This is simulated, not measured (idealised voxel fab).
Documented hereafter: the process module known as voxel wiring stack.
We display cut, a cross-section 280 nm in width whose square cells are each 5 nm.
We lay out every cross-section as a grid of square cells and spell it out in bands from the top down, where one band means one or more rows of cells.
Per band: top height and bottom height in nm, followed by the left-to-right materials and their widths in nm; "throughout" marks a single material spanning edge to edge, "empty" marks empty space.
Where do heights start? At 0: under that level the wafer as delivered is made of one material only. And the lowest band has no floor; it just carries on downward, as in "top 0, no bottom".
Width "30 to 40": first value at the band's top row of cells, second value at its bottom row, equal change from row to row.
A step reported as "left unchanged" is a step in which no cell of the cross-section changed.
Any empty space of 8 cells or more lacking an open way to the top shows up in "Closed void table" as width x height at distance, distance from the left edge, in nm.
On each step's line, the part that comes after the settings is the simulator's own comment on the step.
overlay nm: mask right of planned place by this much (step with mask). Neg. = left.
Steps planned for the process
1. RECEIVE: material Si
2. CONFORMAL_DEP: material SiO2, thk nm 10
3. CONFORMAL_DEP: material SiCN, thk nm 5
4. DIRECTIONAL_DEP: material lowk, thk nm 25
5. DIRECTIONAL_DEP: material aC, thk nm 10
6. PATTERN: tone open, mask id METAL_1, material resist, width nm 30, pitch nm 55, thk nm 30, overlay nm 0
7. DIRECTIONAL_ETCH: etch materials aC, depth nm 10
8. STRIP: etch materials resist
9. DIRECTIONAL_ETCH: etch materials lowk, depth nm 25
10. DIRECTIONAL_ETCH: etch materials SiCN, depth nm 5
11. STRIP: etch materials aC
12. CONFORMAL_DEP: material TiN, thk nm 5
13. FILL_DEP: material Ru, thk nm 5
14. CMP: height nm 40
15. EPI: material Ru, thk nm 5
16. FILL_DEP: material SiCN, thk nm 5
17. DIRECTIONAL_DEP: material lowk, thk nm 15
18. DIRECTIONAL_DEP: material aC, thk nm 15
19. PATTERN: tone open, mask id PLUG_1, material resist, width nm 15, pitch nm 110, thk nm 35, overlay nm 0
20. DIRECTIONAL_ETCH: etch materials aC, depth nm 15
21. STRIP: etch materials resist
22. DIRECTIONAL_ETCH: etch materials lowk, depth nm 15
23. DIRECTIONAL_ETCH: etch materials SiCN, depth nm 5
24. STRIP: etch materials aC
25. EPI: material Ru, thk nm 10
26. EPI: material Ru, thk nm 10
27. DIRECTIONAL_DEP: material TiN, thk nm 5
28. DIRECTIONAL_DEP: material W, thk nm 25
29. DIRECTIONAL_DEP: material aC, thk nm 10
30. PATTERN: tone cover, mask id METAL_2, material resist, width nm 30, pitch nm 55, thk nm 30, overlay nm 0
31. DIRECTIONAL_ETCH: etch materials aC, depth nm 10
32. STRIP: etch materials resist
33. DIRECTIONAL_ETCH: etch materials W, depth nm 25
34. DIRECTIONAL_ETCH: etch materials TiN, depth nm 5
35. STRIP: etch materials aC
36. CONFORMAL_DEP: material SiCN, thk nm 5
37. FILL_DEP: material lowk, thk nm 5
38. CMP: height nm 95
39. CONFORMAL_DEP: material SiCN, thk nm 5
40. DIRECTIONAL_DEP: material SiO2, thk nm 20
41. MASKED_ETCH: tone open, mask id PLUG_2, width nm 15, pitch nm 55, etch materials SiO2, depth nm 20, overlay nm 0
42. MASKED_ETCH: tone open, mask id PLUG_2, width nm 15, pitch nm 55, etch materials SiCN, depth nm 5, overlay nm 0
43. EPI: material Ru, thk nm 10
44. EPI: material Ru, thk nm 10
45. EPI: material Ru, thk nm 5
46. DIRECTIONAL_DEP: material TiN, thk nm 5
47. DIRECTIONAL_DEP: material Ru, thk nm 25
48. MASKED_ETCH: tone cover, mask id METAL_3, width nm 30, pitch nm 55, etch materials Ru, depth nm 25, overlay nm 0
49. MASKED_ETCH: tone cover, mask id METAL_3, width nm 30, pitch nm 55, etch materials TiN, depth nm 5, overlay nm 0
50. FILL_DEP: material lowk, thk nm 5
51. CMP: height nm 150
52. CONFORMAL_DEP: material SiN, thk nm 5
First wafer out of two, processed as planned
Wafer cross-section on receipt, i.e. after step 1
	top 0, no bottom  Si throughout
	Closed void table: none
The following cross-section depicts the wafer upon completion of step 2
	top 10, bottom 0  SiO2 throughout
	Below 0, no change.
The following cross-section depicts the wafer upon completion of step 3
	top 15, bottom 10  SiCN throughout
	Below 10, no change.
The following cross-section depicts the wafer upon completion of step 4
	top 40, bottom 15  lowk throughout
	Below 15, no change.
The following cross-section depicts the wafer upon completion of step 5
	top 50, bottom 40  aC throughout
	Below 40, no change.
The following cross-section depicts the wafer upon completion of step 6
	top 80, bottom 50  40 resist  30 empty  25 resist  30 empty  25 resist  30 empty  25 resist  30 empty  45 resist
	Below 50, no change.
The following cross-section depicts the wafer upon completion of step 7
	top 70, bottom 50  40 resist  30 empty  25 resist  30 empty  25 resist  30 empty  25 resist  30 empty  45 resist
	top 50, bottom 40  40 aC  30 empty  25 aC  30 empty  25 aC  30 empty  25 aC  30 empty  45 aC
	Below 40, no change.
The following cross-section depicts the wafer upon completion of step 8
	top 50, bottom 40  40 aC  30 empty  25 aC  30 empty  25 aC  30 empty  25 aC  30 empty  45 aC
	Below 40, no change.
The following cross-section depicts the wafer upon completion of step 9
	top 50, bottom 40  40 aC  30 empty  25 aC  30 empty  25 aC  30 empty  25 aC  30 empty  45 aC
	top 40, bottom 15  40 lowk  30 empty  25 lowk  30 empty  25 lowk  30 empty  25 lowk  30 empty  45 lowk
	Below 15, no change.
The following cross-section depicts the wafer upon completion of step 10
	top 50, bottom 40  40 aC  30 empty  25 aC  30 empty  25 aC  30 empty  25 aC  30 empty  45 aC
	top 40, bottom 15  40 lowk  30 empty  25 lowk  30 empty  25 lowk  30 empty  25 lowk  30 empty  45 lowk
	top 15, bottom 10  40 SiCN  30 empty  25 SiCN  30 empty  25 SiCN  30 empty  25 SiCN  30 empty  45 SiCN
	Below 10, no change.
The following cross-section depicts the wafer upon completion of step 11
	top 40, bottom 15  40 lowk  30 empty  25 lowk  30 empty  25 lowk  30 empty  25 lowk  30 empty  45 lowk
	Below 15, no change.
The following cross-section depicts the wafer upon completion of step 12
	top 45, bottom 40  45 TiN  20 empty  35 TiN  20 empty  35 TiN  20 empty  35 TiN  20 empty  50 TiN
	top 40, bottom 15  40 lowk  5 TiN  20 empty  5 TiN  25 lowk  5 TiN  20 empty  5 TiN  25 lowk  5 TiN  20 empty  5 TiN  25 lowk  5 TiN  20 empty  5 TiN  45 lowk
	top 15, bottom 10  40 SiCN  30 TiN  25 SiCN  30 TiN  25 SiCN  30 TiN  25 SiCN  30 TiN  45 SiCN
	Below 10, no change.
The following cross-section depicts the wafer upon completion of step 13
	top 50, bottom 45  Ru throughout
	top 45, bottom 40  45 TiN  20 Ru  35 TiN  20 Ru  35 TiN  20 Ru  35 TiN  20 Ru  50 TiN
	top 40, bottom 15  40 lowk  5 TiN  20 Ru  5 TiN  25 lowk  5 TiN  20 Ru  5 TiN  25 lowk  5 TiN  20 Ru  5 TiN  25 lowk  5 TiN  20 Ru  5 TiN  45 lowk
	Below 15, no change.
The following cross-section depicts the wafer upon completion of step 14
	top 40, bottom 15  40 lowk  5 TiN  20 Ru  5 TiN  25 lowk  5 TiN  20 Ru  5 TiN  25 lowk  5 TiN  20 Ru  5 TiN  25 lowk  5 TiN  20 Ru  5 TiN  45 lowk
	Below 15, no change.
The following cross-section depicts the wafer upon completion of step 15
	top 45, bottom 40  35 empty  40 Ru  15 empty  40 Ru  15 empty  40 Ru  15 empty  40 Ru  40 empty
	Below 40, no change.
The following cross-section depicts the wafer upon completion of step 16
	top 50, bottom 45  SiCN throughout
	top 45, bottom 40  35 SiCN  40 Ru  15 SiCN  40 Ru  15 SiCN  40 Ru  15 SiCN  40 Ru  40 SiCN
	Below 40, no change.
The following cross-section depicts the wafer upon completion of step 17
	top 65, bottom 50  lowk throughout
	Below 50, no change.
The following cross-section depicts the wafer upon completion of step 18
	top 80, bottom 65  aC throughout
	Below 65, no change.
The following cross-section depicts the wafer upon completion of step 19
	top 115, bottom 80  40 resist  15 empty  95 resist  15 empty  115 resist
	Below 80, no change.
The following cross-section depicts the wafer upon completion of step 20
	top 100, bottom 80  40 resist  15 empty  95 resist  15 empty  115 resist
	top 80, bottom 65  40 aC  15 empty  95 aC  15 empty  115 aC
	Below 65, no change.
The following cross-section depicts the wafer upon completion of step 21
	top 80, bottom 65  40 aC  15 empty  95 aC  15 empty  115 aC
	Below 65, no change.
The following cross-section depicts the wafer upon completion of step 22
	top 80, bottom 65  40 aC  15 empty  95 aC  15 empty  115 aC
	top 65, bottom 50  40 lowk  15 empty  95 lowk  15 empty  115 lowk
	Below 50, no change.
The following cross-section depicts the wafer upon completion of step 23
	top 80, bottom 65  40 aC  15 empty  95 aC  15 empty  115 aC
	top 65, bottom 50  40 lowk  15 empty  95 lowk  15 empty  115 lowk
	top 50, bottom 45  40 SiCN  15 empty  95 SiCN  15 empty  115 SiCN
	Below 45, no change.
The following cross-section depicts the wafer upon completion of step 24
	top 65, bottom 50  40 lowk  15 empty  95 lowk  15 empty  115 lowk
	Below 50, no change.
The following cross-section depicts the wafer upon completion of step 25
	top 65, bottom 55  40 lowk  15 empty  95 lowk  15 empty  115 lowk
	top 55, bottom 50  40 lowk  15 Ru  95 lowk  15 Ru  115 lowk
	top 50, bottom 45  40 SiCN  15 Ru  95 SiCN  15 Ru  115 SiCN
	Below 45, no change.
The following cross-section depicts the wafer upon completion of step 26
	top 65, bottom 50  40 lowk  15 Ru  95 lowk  15 Ru  115 lowk
	Below 50, no change.
The following cross-section depicts the wafer upon completion of step 27
	top 70, bottom 65  TiN throughout
	Below 65, no change.
The following cross-section depicts the wafer upon completion of step 28
	top 95, bottom 70  W throughout
	Below 70, no change.
The following cross-section depicts the wafer upon completion of step 29
	top 105, bottom 95  aC throughout
	Below 95, no change.
The following cross-section depicts the wafer upon completion of step 30
	top 135, bottom 105  40 empty  30 resist  25 empty  30 resist  25 empty  30 resist  25 empty  30 resist  45 empty
	Below 105, no change.
The following cross-section depicts the wafer upon completion of step 31
	top 125, bottom 105  40 empty  30 resist  25 empty  30 resist  25 empty  30 resist  25 empty  30 resist  45 empty
	top 105, bottom 95  40 empty  30 aC  25 empty  30 aC  25 empty  30 aC  25 empty  30 aC  45 empty
	Below 95, no change.
The following cross-section depicts the wafer upon completion of step 32
	top 105, bottom 95  40 empty  30 aC  25 empty  30 aC  25 empty  30 aC  25 empty  30 aC  45 empty
	Below 95, no change.
The following cross-section depicts the wafer upon completion of step 33
	top 105, bottom 95  40 empty  30 aC  25 empty  30 aC  25 empty  30 aC  25 empty  30 aC  45 empty
	top 95, bottom 70  40 empty  30 W  25 empty  30 W  25 empty  30 W  25 empty  30 W  45 empty
	Below 70, no change.
The following cross-section depicts the wafer upon completion of step 34
	top 105, bottom 95  40 empty  30 aC  25 empty  30 aC  25 empty  30 aC  25 empty  30 aC  45 empty
	top 95, bottom 70  40 empty  30 W  25 empty  30 W  25 empty  30 W  25 empty  30 W  45 empty
	top 70, bottom 65  40 empty  30 TiN  25 empty  30 TiN  25 empty  30 TiN  25 empty  30 TiN  45 empty
	Below 65, no change.
The following cross-section depicts the wafer upon completion of step 35
	top 95, bottom 70  40 empty  30 W  25 empty  30 W  25 empty  30 W  25 empty  30 W  45 empty
	Below 70, no change.
The following cross-section depicts the wafer upon completion of step 36
	top 100, bottom 95  35 empty  40 SiCN  15 empty  40 SiCN  15 empty  40 SiCN  15 empty  40 SiCN  40 empty
	top 95, bottom 70  35 empty  5 SiCN  30 W  5 SiCN  15 empty  5 SiCN  30 W  5 SiCN  15 empty  5 SiCN  30 W  5 SiCN  15 empty  5 SiCN  30 W  5 SiCN  40 empty
	top 70, bottom 65  40 SiCN  30 TiN  25 SiCN  30 TiN  25 SiCN  30 TiN  25 SiCN  30 TiN  45 SiCN
	Below 65, no change.
The following cross-section depicts the wafer upon completion of step 37
	top 105, bottom 100  lowk throughout
	top 100, bottom 95  35 lowk  40 SiCN  15 lowk  40 SiCN  15 lowk  40 SiCN  15 lowk  40 SiCN  40 lowk
	top 95, bottom 70  35 lowk  5 SiCN  30 W  5 SiCN  15 lowk  5 SiCN  30 W  5 SiCN  15 lowk  5 SiCN  30 W  5 SiCN  15 lowk  5 SiCN  30 W  5 SiCN  40 lowk
	Below 70, no change.
The following cross-section depicts the wafer upon completion of step 38
	top 95, bottom 70  35 lowk  5 SiCN  30 W  5 SiCN  15 lowk  5 SiCN  30 W  5 SiCN  15 lowk  5 SiCN  30 W  5 SiCN  15 lowk  5 SiCN  30 W  5 SiCN  40 lowk
	Below 70, no change.
The following cross-section depicts the wafer upon completion of step 39
	top 100, bottom 95  SiCN throughout
	Below 95, no change.
The following cross-section depicts the wafer upon completion of step 40
	top 120, bottom 100  SiO2 throughout
	Below 100, no change.
The following cross-section depicts the wafer upon completion of step 41
	top 120, bottom 100  40 SiO2  15 empty  40 SiO2  15 empty  40 SiO2  15 empty  40 SiO2  15 empty  60 SiO2
	Below 100, no change.
The following cross-section depicts the wafer upon completion of step 42
	top 120, bottom 100  40 SiO2  15 empty  40 SiO2  15 empty  40 SiO2  15 empty  40 SiO2  15 empty  60 SiO2
	top 100, bottom 95  40 SiCN  15 empty  40 SiCN  15 empty  40 SiCN  15 empty  40 SiCN  15 empty  60 SiCN
	Below 95, no change.
The following cross-section depicts the wafer upon completion of step 43
	top 120, bottom 105  40 SiO2  15 empty  40 SiO2  15 empty  40 SiO2  15 empty  40 SiO2  15 empty  60 SiO2
	top 105, bottom 100  40 SiO2  15 Ru  40 SiO2  15 Ru  40 SiO2  15 Ru  40 SiO2  15 Ru  60 SiO2
	top 100, bottom 95  40 SiCN  15 Ru  40 SiCN  15 Ru  40 SiCN  15 Ru  40 SiCN  15 Ru  60 SiCN
	Below 95, no change.
The following cross-section depicts the wafer upon completion of step 44
	top 120, bottom 115  40 SiO2  15 empty  40 SiO2  15 empty  40 SiO2  15 empty  40 SiO2  15 empty  60 SiO2
	top 115, bottom 100  40 SiO2  15 Ru  40 SiO2  15 Ru  40 SiO2  15 Ru  40 SiO2  15 Ru  60 SiO2
	Below 100, no change.
The following cross-section depicts the wafer upon completion of step 45
	top 120, bottom 100  40 SiO2  15 Ru  40 SiO2  15 Ru  40 SiO2  15 Ru  40 SiO2  15 Ru  60 SiO2
	Below 100, no change.
The following cross-section depicts the wafer upon completion of step 46
	top 125, bottom 120  TiN throughout
	Below 120, no change.
The following cross-section depicts the wafer upon completion of step 47
	top 150, bottom 125  Ru throughout
	Below 125, no change.
The following cross-section depicts the wafer upon completion of step 48
	top 150, bottom 125  40 empty  30 Ru  25 empty  30 Ru  25 empty  30 Ru  25 empty  30 Ru  45 empty
	Below 125, no change.
The following cross-section depicts the wafer upon completion of step 49
	top 150, bottom 125  40 empty  30 Ru  25 empty  30 Ru  25 empty  30 Ru  25 empty  30 Ru  45 empty
	top 125, bottom 120  40 empty  30 TiN  25 empty  30 TiN  25 empty  30 TiN  25 empty  30 TiN  45 empty
	Below 120, no change.
The following cross-section depicts the wafer upon completion of step 50
	top 155, bottom 150  lowk throughout
	top 150, bottom 125  40 lowk  30 Ru  25 lowk  30 Ru  25 lowk  30 Ru  25 lowk  30 Ru  45 lowk
	top 125, bottom 120  40 lowk  30 TiN  25 lowk  30 TiN  25 lowk  30 TiN  25 lowk  30 TiN  45 lowk
	Below 120, no change.
The following cross-section depicts the wafer upon completion of step 51
	top 150, bottom 125  40 lowk  30 Ru  25 lowk  30 Ru  25 lowk  30 Ru  25 lowk  30 Ru  45 lowk
	Below 125, no change.
The following cross-section depicts the wafer upon completion of step 52
	top 155, bottom 150  SiN throughout
	Below 150, no change.
Second wafer: same start and same plan as the first, one execution error; identical to the first through step 5
Second wafer, sectioned view, at step 6's planned end time
	top 80, bottom 50  35 resist  40 empty  15 resist  40 empty  15 resist  40 empty  15 resist  40 empty  40 resist
	Below 50, no change.
Second wafer, sectioned view, at step 7's planned end time
	top 70, bottom 50  35 resist  40 empty  15 resist  40 empty  15 resist  40 empty  15 resist  40 empty  40 resist
	top 50, bottom 40  35 aC  40 empty  15 aC  40 empty  15 aC  40 empty  15 aC  40 empty  40 aC
	Below 40, no change.
Second wafer, sectioned view, at step 8's planned end time
	top 50, bottom 40  35 aC  40 empty  15 aC  40 empty  15 aC  40 empty  15 aC  40 empty  40 aC
	Below 40, no change.
Second wafer, sectioned view, at step 9's planned end time
	top 50, bottom 40  35 aC  40 empty  15 aC  40 empty  15 aC  40 empty  15 aC  40 empty  40 aC
	top 40, bottom 15  35 lowk  40 empty  15 lowk  40 empty  15 lowk  40 empty  15 lowk  40 empty  40 lowk
	Below 15, no change.
Second wafer, sectioned view, at step 10's planned end time
	top 50, bottom 40  35 aC  40 empty  15 aC  40 empty  15 aC  40 empty  15 aC  40 empty  40 aC
	top 40, bottom 15  35 lowk  40 empty  15 lowk  40 empty  15 lowk  40 empty  15 lowk  40 empty  40 lowk
	top 15, bottom 10  35 SiCN  40 empty  15 SiCN  40 empty  15 SiCN  40 empty  15 SiCN  40 empty  40 SiCN
	Below 10, no change.
Second wafer, sectioned view, at step 11's planned end time
	top 40, bottom 15  35 lowk  40 empty  15 lowk  40 empty  15 lowk  40 empty  15 lowk  40 empty  40 lowk
	Below 15, no change.
Second wafer, sectioned view, at step 12's planned end time
	top 45, bottom 40  40 TiN  30 empty  25 TiN  30 empty  25 TiN  30 empty  25 TiN  30 empty  45 TiN
	top 40, bottom 15  35 lowk  5 TiN  30 empty  5 TiN  15 lowk  5 TiN  30 empty  5 TiN  15 lowk  5 TiN  30 empty  5 TiN  15 lowk  5 TiN  30 empty  5 TiN  40 lowk
	top 15, bottom 10  35 SiCN  40 TiN  15 SiCN  40 TiN  15 SiCN  40 TiN  15 SiCN  40 TiN  40 SiCN
	Below 10, no change.
Second wafer, sectioned view, at step 13's planned end time
	top 50, bottom 45  Ru throughout
	top 45, bottom 40  40 TiN  30 Ru  25 TiN  30 Ru  25 TiN  30 Ru  25 TiN  30 Ru  45 TiN
	top 40, bottom 15  35 lowk  5 TiN  30 Ru  5 TiN  15 lowk  5 TiN  30 Ru  5 TiN  15 lowk  5 TiN  30 Ru  5 TiN  15 lowk  5 TiN  30 Ru  5 TiN  40 lowk
	Below 15, no change.
Second wafer, sectioned view, at step 14's planned end time
	top 40, bottom 15  35 lowk  5 TiN  30 Ru  5 TiN  15 lowk  5 TiN  30 Ru  5 TiN  15 lowk  5 TiN  30 Ru  5 TiN  15 lowk  5 TiN  30 Ru  5 TiN  40 lowk
	Below 15, no change.
Second wafer, sectioned view, at step 15's planned end time
	top 45, bottom 40  30 empty  50 Ru  5 empty  50 Ru  5 empty  50 Ru  5 empty  50 Ru  35 empty
	Below 40, no change.
Second wafer, sectioned view, at step 16's planned end time
	top 50, bottom 45  SiCN throughout
	top 45, bottom 40  30 SiCN  50 Ru  5 SiCN  50 Ru  5 SiCN  50 Ru  5 SiCN  50 Ru  35 SiCN
	Below 40, no change.
Second wafer, sectioned view, at step 17's planned end time
	top 65, bottom 50  lowk throughout
	Below 50, no change.
Second wafer, sectioned view, at step 18's planned end time
	top 80, bottom 65  aC throughout
	Below 65, no change.
Second wafer, sectioned view, at step 19's planned end time
	top 115, bottom 80  40 resist  15 empty  95 resist  15 empty  115 resist
	Below 80, no change.
Second wafer, sectioned view, at step 20's planned end time
	top 100, bottom 80  40 resist  15 empty  95 resist  15 empty  115 resist
	top 80, bottom 65  40 aC  15 empty  95 aC  15 empty  115 aC
	Below 65, no change.
Second wafer, sectioned view, at step 21's planned end time
	top 80, bottom 65  40 aC  15 empty  95 aC  15 empty  115 aC
	Below 65, no change.
Second wafer, sectioned view, at step 22's planned end time
	top 80, bottom 65  40 aC  15 empty  95 aC  15 empty  115 aC
	top 65, bottom 50  40 lowk  15 empty  95 lowk  15 empty  115 lowk
	Below 50, no change.
Second wafer, sectioned view, at step 23's planned end time
	top 80, bottom 65  40 aC  15 empty  95 aC  15 empty  115 aC
	top 65, bottom 50  40 lowk  15 empty  95 lowk  15 empty  115 lowk
	top 50, bottom 45  40 SiCN  15 empty  95 SiCN  15 empty  115 SiCN
	Below 45, no change.
Second wafer, sectioned view, at step 24's planned end time
	top 65, bottom 50  40 lowk  15 empty  95 lowk  15 empty  115 lowk
	Below 50, no change.
Second wafer, sectioned view, at step 25's planned end time
	top 65, bottom 55  40 lowk  15 empty  95 lowk  15 empty  115 lowk
	top 55, bottom 50  40 lowk  15 Ru  95 lowk  15 Ru  115 lowk
	top 50, bottom 45  40 SiCN  15 Ru  95 SiCN  15 Ru  115 SiCN
	Below 45, no change.
Second wafer, sectioned view, at step 26's planned end time
	top 65, bottom 50  40 lowk  15 Ru  95 lowk  15 Ru  115 lowk
	Below 50, no change.
Second wafer, sectioned view, at step 27's planned end time
	top 70, bottom 65  TiN throughout
	Below 65, no change.
Second wafer, sectioned view, at step 28's planned end time
	top 95, bottom 70  W throughout
	Below 70, no change.
Second wafer, sectioned view, at step 29's planned end time
	top 105, bottom 95  aC throughout
	Below 95, no change.
Second wafer, sectioned view, at step 30's planned end time
	top 135, bottom 105  40 empty  30 resist  25 empty  30 resist  25 empty  30 resist  25 empty  30 resist  45 empty
	Below 105, no change.
Second wafer, sectioned view, at step 31's planned end time
	top 125, bottom 105  40 empty  30 resist  25 empty  30 resist  25 empty  30 resist  25 empty  30 resist  45 empty
	top 105, bottom 95  40 empty  30 aC  25 empty  30 aC  25 empty  30 aC  25 empty  30 aC  45 empty
	Below 95, no change.
Second wafer, sectioned view, at step 32's planned end time
	top 105, bottom 95  40 empty  30 aC  25 empty  30 aC  25 empty  30 aC  25 empty  30 aC  45 empty
	Below 95, no change.
Second wafer, sectioned view, at step 33's planned end time
	top 105, bottom 95  40 empty  30 aC  25 empty  30 aC  25 empty  30 aC  25 empty  30 aC  45 empty
	top 95, bottom 70  40 empty  30 W  25 empty  30 W  25 empty  30 W  25 empty  30 W  45 empty
	Below 70, no change.
Second wafer, sectioned view, at step 34's planned end time
	top 105, bottom 95  40 empty  30 aC  25 empty  30 aC  25 empty  30 aC  25 empty  30 aC  45 empty
	top 95, bottom 70  40 empty  30 W  25 empty  30 W  25 empty  30 W  25 empty  30 W  45 empty
	top 70, bottom 65  40 empty  30 TiN  25 empty  30 TiN  25 empty  30 TiN  25 empty  30 TiN  45 empty
	Below 65, no change.
Second wafer, sectioned view, at step 35's planned end time
	top 95, bottom 70  40 empty  30 W  25 empty  30 W  25 empty  30 W  25 empty  30 W  45 empty
	Below 70, no change.
Second wafer, sectioned view, at step 36's planned end time
	top 100, bottom 95  35 empty  40 SiCN  15 empty  40 SiCN  15 empty  40 SiCN  15 empty  40 SiCN  40 empty
	top 95, bottom 70  35 empty  5 SiCN  30 W  5 SiCN  15 empty  5 SiCN  30 W  5 SiCN  15 empty  5 SiCN  30 W  5 SiCN  15 empty  5 SiCN  30 W  5 SiCN  40 empty
	top 70, bottom 65  40 SiCN  30 TiN  25 SiCN  30 TiN  25 SiCN  30 TiN  25 SiCN  30 TiN  45 SiCN
	Below 65, no change.
Second wafer, sectioned view, at step 37's planned end time
	top 105, bottom 100  lowk throughout
	top 100, bottom 95  35 lowk  40 SiCN  15 lowk  40 SiCN  15 lowk  40 SiCN  15 lowk  40 SiCN  40 lowk
	top 95, bottom 70  35 lowk  5 SiCN  30 W  5 SiCN  15 lowk  5 SiCN  30 W  5 SiCN  15 lowk  5 SiCN  30 W  5 SiCN  15 lowk  5 SiCN  30 W  5 SiCN  40 lowk
	Below 70, no change.
Second wafer, sectioned view, at step 38's planned end time
	top 95, bottom 70  35 lowk  5 SiCN  30 W  5 SiCN  15 lowk  5 SiCN  30 W  5 SiCN  15 lowk  5 SiCN  30 W  5 SiCN  15 lowk  5 SiCN  30 W  5 SiCN  40 lowk
	Below 70, no change.
Second wafer, sectioned view, at step 39's planned end time
	top 100, bottom 95  SiCN throughout
	Below 95, no change.
Second wafer, sectioned view, at step 40's planned end time
	top 120, bottom 100  SiO2 throughout
	Below 100, no change.
Second wafer, sectioned view, at step 41's planned end time
	top 120, bottom 100  40 SiO2  15 empty  40 SiO2  15 empty  40 SiO2  15 empty  40 SiO2  15 empty  60 SiO2
	Below 100, no change.
Second wafer, sectioned view, at step 42's planned end time
	top 120, bottom 100  40 SiO2  15 empty  40 SiO2  15 empty  40 SiO2  15 empty  40 SiO2  15 empty  60 SiO2
	top 100, bottom 95  40 SiCN  15 empty  40 SiCN  15 empty  40 SiCN  15 empty  40 SiCN  15 empty  60 SiCN
	Below 95, no change.
Second wafer, sectioned view, at step 43's planned end time
	top 120, bottom 105  40 SiO2  15 empty  40 SiO2  15 empty  40 SiO2  15 empty  40 SiO2  15 empty  60 SiO2
	top 105, bottom 100  40 SiO2  15 Ru  40 SiO2  15 Ru  40 SiO2  15 Ru  40 SiO2  15 Ru  60 SiO2
	top 100, bottom 95  40 SiCN  15 Ru  40 SiCN  15 Ru  40 SiCN  15 Ru  40 SiCN  15 Ru  60 SiCN
	Below 95, no change.
Second wafer, sectioned view, at step 44's planned end time
	top 120, bottom 115  40 SiO2  15 empty  40 SiO2  15 empty  40 SiO2  15 empty  40 SiO2  15 empty  60 SiO2
	top 115, bottom 100  40 SiO2  15 Ru  40 SiO2  15 Ru  40 SiO2  15 Ru  40 SiO2  15 Ru  60 SiO2
	Below 100, no change.
Second wafer, sectioned view, at step 45's planned end time
	top 120, bottom 100  40 SiO2  15 Ru  40 SiO2  15 Ru  40 SiO2  15 Ru  40 SiO2  15 Ru  60 SiO2
	Below 100, no change.
Second wafer, sectioned view, at step 46's planned end time
	top 125, bottom 120  TiN throughout
	Below 120, no change.
Second wafer, sectioned view, at step 47's planned end time
	top 150, bottom 125  Ru throughout
	Below 125, no change.
Second wafer, sectioned view, at step 48's planned end time
	top 150, bottom 125  40 empty  30 Ru  25 empty  30 Ru  25 empty  30 Ru  25 empty  30 Ru  45 empty
	Below 125, no change.
Second wafer, sectioned view, at step 49's planned end time
	top 150, bottom 125  40 empty  30 Ru  25 empty  30 Ru  25 empty  30 Ru  25 empty  30 Ru  45 empty
	top 125, bottom 120  40 empty  30 TiN  25 empty  30 TiN  25 empty  30 TiN  25 empty  30 TiN  45 empty
	Below 120, no change.
Second wafer, sectioned view, at step 50's planned end time
	top 155, bottom 150  lowk throughout
	top 150, bottom 125  40 lowk  30 Ru  25 lowk  30 Ru  25 lowk  30 Ru  25 lowk  30 Ru  45 lowk
	top 125, bottom 120  40 lowk  30 TiN  25 lowk  30 TiN  25 lowk  30 TiN  25 lowk  30 TiN  45 lowk
	Below 120, no change.
Second wafer, sectioned view, at step 51's planned end time
	top 150, bottom 125  40 lowk  30 Ru  25 lowk  30 Ru  25 lowk  30 Ru  25 lowk  30 Ru  45 lowk
	Below 125, no change.
Second wafer, sectioned view, at step 52's planned end time
	top 155, bottom 150  SiN throughout
	Below 150, no change.
It is concluded that the wafer was processed incorrectly with respect to the plan, in that step 6 went in with a setting other than planned; the actual run was PATTERN: tone open, mask id METAL_1, material resist, width nm 40, pitch nm 55, thk nm 30, overlay nm 0
Final cells, second wafer relative to first, materials higher or lower: 48 more of Ru; 16 fewer of SiCN; 8 more of TiN; 40 fewer of lowk
